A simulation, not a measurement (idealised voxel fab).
process module | voxel self aligned vias
cross-section cut | 235 nm wide | cells 5 nm
A cross-section is a grid of square cells, given in bands from the top down. A band is one or more rows of cells.
Each band's line starts with the height of the band's top and of its bottom, in nm. Then come its materials from left to right, each with its width in nm. One material with "throughout" fills the band from edge to edge. "air" is empty space.
Height 0 is the level under which the wafer as received is all one material. The lowest band goes on downwards, as in "0 down".
A width such as "30 to 40" changes by the same amount from each row of cells to the next, from the band's top row to its bottom row.
"no change" after a step means that no cell of the cross-section changed.
closed voids: empty space of 8 cells or more with no open way to the top, each as width x height at its distance from the left edge, in nm
after a step's settings: what the simulator itself notes on the step
overlay nm, on a step with a mask: how far to the right of its planned place the mask lay; to the left if negative
plan
1 op RECEIVE | material Si
2 op CONFORMAL_DEP | material SiO2 | thk nm 10
3 op CONFORMAL_DEP | material SiCN | thk nm 5
4 op DIRECTIONAL_DEP | material SiO2 | thk nm 20
5 op MASKED_ETCH | tone open | mask id LINES | width nm 25 | pitch nm 70 | etch materials SiO2 | depth nm 20 | overlay nm -15
6 op CONFORMAL_DEP | material TiN | thk nm 5
7 op FILL_DEP | material W | thk nm 10
8 op CMP | height nm 35
9 op SELECTIVE_ETCH | etch materials W Ru TiN | depth nm 5
10 op FILL_DEP | material SiN | thk nm 5
11 op CMP | height nm 35
12 op DIRECTIONAL_DEP | material SiO2 | thk nm 15
13 op MASKED_ETCH | tone open | mask id VIAS | width nm 45 | pitch nm 70 | etch materials SiO2 | depth nm 15 | overlay nm 0
14 op MASKED_ETCH | tone open | mask id VIAS | width nm 45 | pitch nm 70 | etch materials SiN | depth nm 5 | overlay nm 0
15 op CONFORMAL_DEP | material TiN | thk nm 5
16 op FILL_DEP | material W | thk nm 10
17 op CMP | height nm 50
18 op CONFORMAL_DEP | material SiN | thk nm 5
varied across the wafers: overlay nm of step 5. The plan shows the first wafer's value. All wafers start alike
first wafer as received, after step 1
  0 down: Si throughout
  closed voids: none
first wafer at the end, after step 18
  55 to 50: SiN throughout
  50 to 40: SiO2 60 | TiN 5 | W 35 | TiN 5 | SiO2 25 | TiN 5 | W 35 | TiN 5 | SiO2 60
  40 to 35: SiO2 60 | TiN 5 | W 10 | TiN 30 | SiO2 25 | TiN 5 | W 10 | TiN 30 | SiO2 60
  35 to 30: SiO2 55 | SiN 5 | TiN 20 | SiO2 45 | SiN 5 | TiN 20 | SiO2 85
  30 to 20: SiO2 55 | TiN 5 | W 15 | TiN 5 | SiO2 45 | TiN 5 | W 15 | TiN 5 | SiO2 85
  20 to 15: SiO2 55 | TiN 25 | SiO2 45 | TiN 25 | SiO2 85
  15 to 10: SiCN throughout
  10 to 0: SiO2 throughout
  0 down: Si throughout
  closed voids: none
last wafer at the end
  55 to 50: SiN throughout
  50 to 40: SiO2 60 | TiN 5 | W 35 | TiN 5 | SiO2 25 | TiN 5 | W 35 | TiN 5 | SiO2 60
  40 to 35: SiO2 60 | TiN 30 | W 10 | TiN 5 | SiO2 25 | TiN 30 | W 10 | TiN 5 | SiO2 60
  35 to 30: SiO2 85 | TiN 20 | SiN 5 | SiO2 45 | TiN 20 | SiN 5 | SiO2 55
  30 to 20: SiO2 85 | TiN 5 | W 15 | TiN 5 | SiO2 45 | TiN 5 | W 15 | TiN 5 | SiO2 55
  20 to 15: SiO2 85 | TiN 25 | SiO2 45 | TiN 25 | SiO2 55
  15 to 10: SiCN throughout
  10 to 0: SiO2 throughout
  0 down: Si throughout
  closed voids: none
each wafer at the end: cells of each material gained (+) or lost (-) since it was received, then its closed voids
overlay nm -15 | +47 SiCN | +49 SiN | +329 SiO2 | +48 TiN | +44 W | closed voids: none
overlay nm -10 | +47 SiCN | +47 SiN | +329 SiO2 | +48 TiN | +46 W | closed voids: none
overlay nm -5 | +47 SiCN | +47 SiN | +329 SiO2 | +48 TiN | +46 W | closed voids: none
overlay nm 0 | +47 SiCN | +47 SiN | +329 SiO2 | +48 TiN | +46 W | closed voids: none
overlay nm 5 | +47 SiCN | +47 SiN | +329 SiO2 | +48 TiN | +46 W | closed voids: none
overlay nm 10 | +47 SiCN | +47 SiN | +329 SiO2 | +48 TiN | +46 W | closed voids: none
overlay nm 15 | +47 SiCN | +49 SiN | +329 SiO2 | +48 TiN | +44 W | closed voids: none
